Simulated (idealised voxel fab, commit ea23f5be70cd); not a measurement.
Title: Process Module voxel double patterning
This is section cut - it's 205 nm across, gridded in 5 nm square cells.
Think of the cross-section as a grid of square cells. We describe it in bands, top to bottom, and each band covers one or more rows of those cells.
Band entry format. Leading values: height of top, height of bottom, nm. Remainder: materials in left-to-right order, each with its width in nm. Special words: "full width" on a single material, which then fills the band edge to edge; "empty", empty space.
Heights from 0 (as-received wafer is one material below). Bottom band endless downward, as "0 and below".
So if you see something like "30 to 40" for the width, read it as the top row of the band sitting at the first number and the bottom row at the second, with every row in between moving by the same amount as the last.
You'll sometimes find "nothing altered" written for a step, and that's the way of saying that nowhere in the cross-section did a cell change during that step.
"Closed internal cavities" enumerates empty spaces isolated from the top, with no open way to it, that contain at least 8 cells, giving each as width x height at distance from the left edge, all three in nm.
If you see something after the settings on a step's line, that's the simulator's own remark about that step.
The "overlay nm" setting may appear on a step's line; for a step that uses a mask, it gives how far to the right of its planned position the mask lay, and a negative value indicates the left.

-- Process steps - plan
1: RECEIVE | material Si
2: CONFORMAL_DEP | material SiO2 | thk nm 10
3: DIRECTIONAL_DEP | material TiN | thk nm 10
4: DIRECTIONAL_DEP | material SiN | thk nm 5
5: MASKED_ETCH | tone open | mask id FIRST | width nm 15 | pitch nm 50 | etch materials SiN | depth nm 5 | overlay nm 0
6: DIRECTIONAL_DEP | material aC | thk nm 15
7: PATTERN | tone open | mask id SECOND | material resist | width nm 15 | pitch nm 50 | thk nm 30 | overlay nm 0
8: DIRECTIONAL_ETCH | etch materials aC | depth nm 15
9: STRIP | etch materials resist
10: DIRECTIONAL_ETCH | etch materials SiN | depth nm 5
11: STRIP | etch materials aC
12: DIRECTIONAL_ETCH | etch materials TiN | depth nm 10
13: STRIP | etch materials SiN

-- First out of two wafers; run went to plan

-- Cross-section of the wafer at receipt, which is the condition after step 1
    0 and below: Si full width
    Closed internal cavities: none

-- After step 2: wafer cross-section
    10 down to 0: SiO2 full width
    Lower than 0, everything is as it was.

-- After step 3: wafer cross-section
    20 down to 10: TiN full width
    Lower than 10, everything is as it was.

-- After step 4: wafer cross-section
    25 down to 20: SiN full width
    Lower than 20, everything is as it was.

-- After step 5: wafer cross-section
    25 down to 20: SiN=45 / empty=15 / SiN=35 / empty=15 / SiN=35 / empty=15 / SiN=45
    Lower than 20, everything is as it was.

-- After step 6: wafer cross-section
    40 down to 35: aC=45 / empty=15 / aC=35 / empty=15 / aC=35 / empty=15 / aC=45
    35 down to 25: aC full width
    25 down to 20: SiN=45 / aC=15 / SiN=35 / aC=15 / SiN=35 / aC=15 / SiN=45
    Lower than 20, everything is as it was.

-- After step 7: wafer cross-section
    70 down to 40: resist=70 / empty=15 / resist=35 / empty=15 / resist=70
    40 down to 35: aC=45 / resist=15 / aC=35 / resist=15 / aC=35 / resist=15 / aC=45
    Lower than 35, everything is as it was.

-- After step 8: wafer cross-section
    55 down to 40: resist=70 / empty=15 / resist=35 / empty=15 / resist=70
    40 down to 35: aC=45 / resist=15 / aC=10 / empty=15 / aC=10 / resist=15 / aC=10 / empty=15 / aC=10 / resist=15 / aC=45
    35 down to 25: aC=70 / empty=15 / aC=35 / empty=15 / aC=70
    Lower than 25, everything is as it was.

-- After step 9: wafer cross-section
    40 down to 35: aC=45 / empty=15 / aC=10 / empty=15 / aC=10 / empty=15 / aC=10 / empty=15 / aC=10 / empty=15 / aC=45
    Lower than 35, everything is as it was.

-- After step 10: wafer cross-section
    40 down to 35: aC=45 / empty=15 / aC=10 / empty=15 / aC=10 / empty=15 / aC=10 / empty=15 / aC=10 / empty=15 / aC=45
    35 down to 25: aC=70 / empty=15 / aC=35 / empty=15 / aC=70
    25 down to 20: SiN=45 / aC=15 / SiN=10 / empty=15 / SiN=10 / aC=15 / SiN=10 / empty=15 / SiN=10 / aC=15 / SiN=45
    Lower than 20, everything is as it was.

-- After step 11: wafer cross-section
    25 down to 20: SiN=45 / empty=15 / SiN=10 / empty=15 / SiN=10 / empty=15 / SiN=10 / empty=15 / SiN=10 / empty=15 / SiN=45
    Lower than 20, everything is as it was.

-- After step 12: wafer cross-section
    25 down to 20: SiN=45 / empty=15 / SiN=10 / empty=15 / SiN=10 / empty=15 / SiN=10 / empty=15 / SiN=10 / empty=15 / SiN=45
    20 down to 10: TiN=45 / empty=15 / TiN=10 / empty=15 / TiN=10 / empty=15 / TiN=10 / empty=15 / TiN=10 / empty=15 / TiN=45
    Lower than 10, everything is as it was.

-- After step 13: wafer cross-section
    20 down to 10: TiN=45 / empty=15 / TiN=10 / empty=15 / TiN=10 / empty=15 / TiN=10 / empty=15 / TiN=10 / empty=15 / TiN=45
    Lower than 10, everything is as it was.

-- Second wafer, same starting state and plan as the first, one mistake in the run, identical through step 1

Cross-sectional view of the second wafer at the intended end time of process step 2: nothing altered

-- Cross-sectional view of the second wafer at the intended end time of process step 3
    10 down to 0: TiN full width
    Lower than 0, everything is as it was.

-- Cross-sectional view of the second wafer at the intended end time of process step 4
    15 down to 10: SiN full width
    Lower than 10, everything is as it was.

-- Cross-sectional view of the second wafer at the intended end time of process step 5
    15 down to 10: SiN=45 / empty=15 / SiN=35 / empty=15 / SiN=35 / empty=15 / SiN=45
    Lower than 10, everything is as it was.

-- Cross-sectional view of the second wafer at the intended end time of process step 6
    30 down to 25: aC=45 / empty=15 / aC=35 / empty=15 / aC=35 / empty=15 / aC=45
    25 down to 15: aC full width
    15 down to 10: SiN=45 / aC=15 / SiN=35 / aC=15 / SiN=35 / aC=15 / SiN=45
    Lower than 10, everything is as it was.

-- Cross-sectional view of the second wafer at the intended end time of process step 7
    60 down to 30: resist=70 / empty=15 / resist=35 / empty=15 / resist=70
    30 down to 25: aC=45 / resist=15 / aC=35 / resist=15 / aC=35 / resist=15 / aC=45
    Lower than 25, everything is as it was.

-- Cross-sectional view of the second wafer at the intended end time of process step 8
    45 down to 30: resist=70 / empty=15 / resist=35 / empty=15 / resist=70
    30 down to 25: aC=45 / resist=15 / aC=10 / empty=15 / aC=10 / resist=15 / aC=10 / empty=15 / aC=10 / resist=15 / aC=45
    25 down to 15: aC=70 / empty=15 / aC=35 / empty=15 / aC=70
    Lower than 15, everything is as it was.

-- Cross-sectional view of the second wafer at the intended end time of process step 9
    30 down to 25: aC=45 / empty=15 / aC=10 / empty=15 / aC=10 / empty=15 / aC=10 / empty=15 / aC=10 / empty=15 / aC=45
    Lower than 25, everything is as it was.

-- Cross-sectional view of the second wafer at the intended end time of process step 10
    30 down to 25: aC=45 / empty=15 / aC=10 / empty=15 / aC=10 / empty=15 / aC=10 / empty=15 / aC=10 / empty=15 / aC=45
    25 down to 15: aC=70 / empty=15 / aC=35 / empty=15 / aC=70
    15 down to 10: SiN=45 / aC=15 / SiN=10 / empty=15 / SiN=10 / aC=15 / SiN=10 / empty=15 / SiN=10 / aC=15 / SiN=45
    Lower than 10, everything is as it was.

-- Cross-sectional view of the second wafer at the intended end time of process step 11
    15 down to 10: SiN=45 / empty=15 / SiN=10 / empty=15 / SiN=10 / empty=15 / SiN=10 / empty=15 / SiN=10 / empty=15 / SiN=45
    Lower than 10, everything is as it was.

-- Cross-sectional view of the second wafer at the intended end time of process step 12
    15 down to 10: SiN=45 / empty=15 / SiN=10 / empty=15 / SiN=10 / empty=15 / SiN=10 / empty=15 / SiN=10 / empty=15 / SiN=45
    10 down to 0: TiN=45 / empty=15 / TiN=10 / empty=15 / TiN=10 / empty=15 / TiN=10 / empty=15 / TiN=10 / empty=15 / TiN=45
    Lower than 0, everything is as it was.

-- Cross-sectional view of the second wafer at the intended end time of process step 13
    10 down to 0: TiN=45 / empty=15 / TiN=10 / empty=15 / TiN=10 / empty=15 / TiN=10 / empty=15 / TiN=10 / empty=15 / TiN=45
    Lower than 0, everything is as it was.
So what did we get wrong on this run? not run: step 2 of the plan (skipped)
Final wafer comparison in cells, second versus first, more or fewer per material: SiO2 -82
